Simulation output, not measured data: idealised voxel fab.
This is a process module. Its name is voxel double patterning.
Cross-sectional view cut (width: 200 nm; square cell size: 5 nm).
Notation: cross-section as square-cell grid; stated in bands, top first, going down; one or more cell rows per band. It is stipulated that each band's entry specify, in nanometres, the height of the top of the band and then that of its bottom, followed by the materials of the band in left-to-right sequence, each together with its width in nanometres. A single material marked by the word "everywhere" is understood to fill the band from edge to edge; the word "empty" is understood to denote empty space. Heights are reckoned from 0. Under this level, the received wafer is all of one material. The bottommost band is open-ended downward, for example "0 -> down". Per-row width for "30..40": begins at first number (top row of band), ends at second number (bottom row), increment between rows held constant. Step marked "no modification"? Then no cell in the cross-section changed in it. Any empty space of 8 cells or more lacking an open way to the top shows up in "Enclosed void list" as width x height at distance, distance from the left edge, in nm. That trailing text on a step's line, after the settings, is the simulator's own remark on the step. overlay nm: for a step with a mask, the amount by which the mask lay right of where it was planned; a negative amount means left of it.

Process steps (planned):
1. RECEIVE,material Si
2. CONFORMAL_DEP,material SiN,thk nm 5
3. DIRECTIONAL_DEP,material SiO2,thk nm 20
4. DIRECTIONAL_DEP,material SiCN,thk nm 10
5. DIRECTIONAL_DEP,material aC,thk nm 10
6. PATTERN,tone open,mask id FIRST,material resist,width nm 15,pitch nm 50,thk nm 30,overlay nm 0
7. DIRECTIONAL_ETCH,etch materials aC,depth nm 10
8. STRIP,etch materials resist
9. DIRECTIONAL_ETCH,etch materials SiCN,depth nm 10
10. STRIP,etch materials aC
11. MASKED_ETCH,tone open,mask id SECOND,width nm 15,etch materials SiCN,depth nm 10,overlay nm 0
12. DIRECTIONAL_ETCH,etch materials SiO2,depth nm 20
13. STRIP,etch materials SiCN

Wafer, first of two, run as planned:

The cross-section here shows the wafer as received, i.e. in its state after step 1:
* 0 -> down = Si everywhere
* Enclosed void list: none

After step 2: wafer cross-section:
* 5 -> 0 = SiN everywhere
* Heights below 0 show no change.

After step 3: wafer cross-section:
* 25 -> 5 = SiO2 everywhere
* Heights below 5 show no change.

After step 4: wafer cross-section:
* 35 -> 25 = SiCN everywhere
* Heights below 25 show no change.

After step 5: wafer cross-section:
* 45 -> 35 = aC everywhere
* Heights below 35 show no change.

After step 6: wafer cross-section:
* 75 -> 45 = resist: 65 / empty: 15 / resist: 35 / empty: 15 / resist: 70
* Heights below 45 show no change.

After step 7: wafer cross-section:
* 65 -> 45 = resist: 65 / empty: 15 / resist: 35 / empty: 15 / resist: 70
* 45 -> 35 = aC: 65 / empty: 15 / aC: 35 / empty: 15 / aC: 70
* Heights below 35 show no change.

After step 8: wafer cross-section:
* 45 -> 35 = aC: 65 / empty: 15 / aC: 35 / empty: 15 / aC: 70
* Heights below 35 show no change.

After step 9: wafer cross-section:
* 45 -> 35 = aC: 65 / empty: 15 / aC: 35 / empty: 15 / aC: 70
* 35 -> 25 = SiCN: 65 / empty: 15 / SiCN: 35 / empty: 15 / SiCN: 70
* Heights below 25 show no change.

After step 10: wafer cross-section:
* 35 -> 25 = SiCN: 65 / empty: 15 / SiCN: 35 / empty: 15 / SiCN: 70
* Heights below 25 show no change.

After step 11: wafer cross-section:
* 35 -> 25 = SiCN: 65 / empty: 15 / SiCN: 10 / empty: 15 / SiCN: 10 / empty: 15 / SiCN: 70
* Heights below 25 show no change.

After step 12: wafer cross-section:
* 35 -> 25 = SiCN: 65 / empty: 15 / SiCN: 10 / empty: 15 / SiCN: 10 / empty: 15 / SiCN: 70
* 25 -> 5 = SiO2: 65 / empty: 15 / SiO2: 10 / empty: 15 / SiO2: 10 / empty: 15 / SiO2: 70
* Heights below 5 show no change.

After step 13: wafer cross-section:
* 25 -> 5 = SiO2: 65 / empty: 15 / SiO2: 10 / empty: 15 / SiO2: 10 / empty: 15 / SiO2: 70
* Heights below 5 show no change.

Wafer two. Identical start, identical plan. One mistake in execution. Identical history through step 2:

Cross-sectional representation of the second wafer at the time designated in the plan for the completion of step 3:
* 25 -> 0 = SiN everywhere
* Heights below 0 show no change.

Cross-sectional representation of the second wafer at the time designated in the plan for the completion of step 4:
* 35 -> 25 = SiCN everywhere
* Heights below 25 show no change.

Cross-sectional representation of the second wafer at the time designated in the plan for the completion of step 5:
* 45 -> 35 = aC everywhere
* Heights below 35 show no change.

Cross-sectional representation of the second wafer at the time designated in the plan for the completion of step 6:
* 75 -> 45 = resist: 65 / empty: 15 / resist: 35 / empty: 15 / resist: 70
* Heights below 45 show no change.

Cross-sectional representation of the second wafer at the time designated in the plan for the completion of step 7:
* 65 -> 45 = resist: 65 / empty: 15 / resist: 35 / empty: 15 / resist: 70
* 45 -> 35 = aC: 65 / empty: 15 / aC: 35 / empty: 15 / aC: 70
* Heights below 35 show no change.

Cross-sectional representation of the second wafer at the time designated in the plan for the completion of step 8:
* 45 -> 35 = aC: 65 / empty: 15 / aC: 35 / empty: 15 / aC: 70
* Heights below 35 show no change.

Cross-sectional representation of the second wafer at the time designated in the plan for the completion of step 9:
* 45 -> 35 = aC: 65 / empty: 15 / aC: 35 / empty: 15 / aC: 70
* 35 -> 25 = SiCN: 65 / empty: 15 / SiCN: 35 / empty: 15 / SiCN: 70
* Heights below 25 show no change.

Cross-sectional representation of the second wafer at the time designated in the plan for the completion of step 10:
* 35 -> 25 = SiCN: 65 / empty: 15 / SiCN: 35 / empty: 15 / SiCN: 70
* Heights below 25 show no change.

Cross-sectional representation of the second wafer at the time designated in the plan for the completion of step 11:
* 35 -> 25 = SiCN: 65 / empty: 15 / SiCN: 10 / empty: 15 / SiCN: 10 / empty: 15 / SiCN: 70
* Heights below 25 show no change.

Cross-sectional representation of the second wafer at the time designated in the plan for the completion of step 12: no modification

Cross-sectional representation of the second wafer at the time designated in the plan for the completion of step 13:
* 25 -> 0 = SiN everywhere
* Heights below 0 show no change.
So what did we get wrong on this run? step 3 was run on a setting that differed from the plan, and what really ran there is DIRECTIONAL_DEP,material SiN,thk nm 20
Final wafer comparison in cells, second versus first, more or fewer per material: +160 SiN | -124 SiO2
